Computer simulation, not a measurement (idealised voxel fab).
process module | voxel lift off
cross-section cut | 165 nm wide | cells 5 nm
A cross-section is a grid of square cells, given in bands from the top down. A band is one or more rows of cells.
Each band's line starts with the height of the band's top and of its bottom, in nm. Then come its materials from left to right, each with its width in nm. One material with "throughout" fills the band from edge to edge. "air" is empty space.
Height 0 is the level under which the wafer as received is all one material. The lowest band goes on downwards, as in "0 down".
A width such as "30 to 40" changes by the same amount from each row of cells to the next, from the band's top row to its bottom row.
"no change" after a step means that no cell of the cross-section changed.
closed voids: empty space of 8 cells or more with no open way to the top, each as width x height at its distance from the left edge, in nm
after a step's settings: what the simulator itself notes on the step
overlay nm, on a step with a mask: how far to the right of its planned place the mask lay; to the left if negative
plan
1 op RECEIVE | material Si
2 op CONFORMAL_DEP | material Al2O3 | thk nm 5
3 op PATTERN | tone open | mask id LINES | material resist | width nm 30 | pitch nm 45 | thk nm 15 | overlay nm -5
4 op DIRECTIONAL_DEP | material Ru | thk nm 5
5 op STRIP | etch materials resist
6 op CONFORMAL_DEP | material SiN | thk nm 5
varied across the wafers: overlay nm of step 3. The plan shows the first wafer's value. All wafers start alike
first wafer as received, after step 1
  0 down: Si throughout
  closed voids: none
each wafer at the end: cells of each material gained (+) or lost (-) since it was received, then its closed voids
overlay nm -5 | +33 Al2O3 | +18 Ru | +39 SiN | closed voids: none
overlay nm 0 | +33 Al2O3 | +18 Ru | +39 SiN | closed voids: none
overlay nm 5 | +33 Al2O3 | +18 Ru | +39 SiN | closed voids: none
overlay nm 10 | +33 Al2O3 | +18 Ru | +39 SiN | closed voids: none
